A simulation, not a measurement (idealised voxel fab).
Module name: voxel gate over fins (process module)
For reference, the cross-section in this document is cut, with width 275 nm and square cells of 5 nm.
How to read a cross-section here: the picture is a grid of square cells, written as bands going from the top down, and any band can span one or more rows of cells. Per band: top height and bottom height in nm, followed by the left-to-right materials and their widths in nm; "edge to edge" marks a single material spanning edge to edge, "empty" marks empty space. Zero point of the height axis is 0; under it, received wafer = one material. Lowest band: continues down indefinitely, "0 down". Top row gets the first number, bottom row gets the second, and each row in between changes by the same step: that is how a band width like "30..40" works. "no change", as given for a step, is the statement that not any cell of the cross-section underwent a change during that step. "Closed void inventory": empty spaces of 8 cells or more with no open way to the top, each given as width x height at distance, distance from the left edge, all in nm. It should be noted that, on the line of a given step, the content following the step's settings is a remark produced by the simulator itself with respect to that step. Regarding "overlay nm": on a step with a mask, it is the distance the mask lay to the right of its planned place; a negative value places it to the left.

THE FOLLOWING LIST GIVES THE PLANNED PROCESS STEPS
- 1: RECEIVE with material Si
- 2: CONFORMAL_DEP with material SiN, thk nm 5
- 3: PATTERN with tone cover, mask id FINS, material resist, width nm 15, pitch nm 55, thk nm 15, overlay nm 0
- 4: DIRECTIONAL_ETCH with etch materials SiN, depth nm 5
- 5: DIRECTIONAL_ETCH with etch materials Si, depth nm 30
- 6: STRIP with etch materials resist
- 7: FILL_DEP with material SiO2, thk nm 10
- 8: CMP with height nm 5
- 9: MASKED_ETCH with tone open, mask id RAIL, width nm 15, etch materials SiO2, depth nm 30, overlay nm 0
- 10: CONFORMAL_DEP with material TiN, thk nm 5
- 11: FILL_DEP with material W, thk nm 5
- 12: CMP with height nm 5
- 13: SELECTIVE_ETCH with etch materials W Ru TiN, depth nm 20
- 14: FILL_DEP with material SiO2, thk nm 5
- 15: CMP with height nm 5
- 16: SELECTIVE_ETCH with etch materials SiO2, depth nm 15
- 17: STRIP with etch materials SiN
- 18: CONFORMAL_DEP with material HfO2, thk nm 5
- 19: CONFORMAL_DEP with material TiN, thk nm 5
- 20: CONFORMAL_DEP with material TiAl, thk nm 5
- 21: CONFORMAL_DEP with material TiN, thk nm 5
- 22: FILL_DEP with material W, thk nm 15
- 23: CMP with height nm 30
- 24: CONFORMAL_DEP with material SiN, thk nm 10

RECEIVED-STATE CROSS-SECTION, REFLECTING COMPLETION OF STEP 1
0 down  Si edge to edge
Closed void inventory: none

CROSS-SECTION, FIRST OF TWO WAFERS, END OF MODULE, RUN AS PLANNED
40 to 30  SiN edge to edge
30 to 20  W edge to edge
20 to 15  W (80); TiN (110); W (85)
15 to 10  W (80); TiN (5); TiAl (45); TiN (10); TiAl (45); TiN (5); W (85)
10 to 5  TiN (85); TiAl (5); TiN (35); TiAl (5); TiN (10); TiAl (5); TiN (35); TiAl (5); TiN (90)
5 to 0  TiAl (90); TiN (5); HfO2 (25); TiN (5); TiAl (20); TiN (5); HfO2 (25); TiN (5); TiAl (95)
0 to -5  TiN (95); HfO2 (5); Si (15); HfO2 (5); TiN (30); HfO2 (5); Si (15); HfO2 (5); TiN (100)
-5 to -10  HfO2 (100); Si (15); HfO2 (40); Si (15); HfO2 (105)
-10 to -15  SiO2 (100); Si (15); SiO2 (40); Si (15); SiO2 (105)
-15 to -20  SiO2 (100); Si (15); SiO2 (10); TiN (5); W (5); TiN (5); SiO2 (15); Si (15); SiO2 (105)
-20 to -25  SiO2 (100); Si (15); SiO2 (10); TiN (15); SiO2 (15); Si (15); SiO2 (105)
-25 to -30  SiO2 (100); Si (15); SiO2 (40); Si (15); SiO2 (105)
-30 down  Si edge to edge
Closed void inventory: none

WAFER TWO, SECTIONED AFTER THE MODULE: THE FIRST WAFER'S START, THE FIRST WAFER'S PLAN, AND ONE MISTAKE IN HOW IT WAS RUN
40 to 30  SiN edge to edge
30 to 20  W edge to edge
20 to 15  W (70); TiN (110); W (95)
15 to 10  W (70); TiN (5); TiAl (45); TiN (10); TiAl (45); TiN (5); W (95)
10 to 5  TiN (75); TiAl (5); TiN (35); TiAl (5); TiN (10); TiAl (5); TiN (35); TiAl (5); TiN (100)
5 to 0  TiAl (80); TiN (5); HfO2 (25); TiN (5); TiAl (20); TiN (5); HfO2 (25); TiN (5); TiAl (105)
0 to -5  TiN (85); HfO2 (5); Si (15); HfO2 (5); TiN (30); HfO2 (5); Si (15); HfO2 (5); TiN (110)
-5 to -10  HfO2 (90); Si (15); HfO2 (40); Si (15); HfO2 (115)
-10 to -15  SiO2 (90); Si (15); SiO2 (40); Si (15); SiO2 (115)
-15 to -20  SiO2 (90); Si (15); SiO2 (20); TiN (5); W (5); TiN (5); SiO2 (5); Si (15); SiO2 (115)
-20 to -25  SiO2 (90); Si (15); SiO2 (20); TiN (15); SiO2 (5); Si (15); SiO2 (115)
-25 to -30  SiO2 (90); Si (15); SiO2 (40); Si (15); SiO2 (115)
-30 down  Si edge to edge
Closed void inventory: none
So what did we get wrong on this run? step 3 went in with a setting other than planned; the actual run was PATTERN with tone cover, mask id FINS, material resist, width nm 15, pitch nm 55, thk nm 15, overlay nm -10
At the close, every material occupies the same number of cells on the second wafer as on the first, only in different positions.
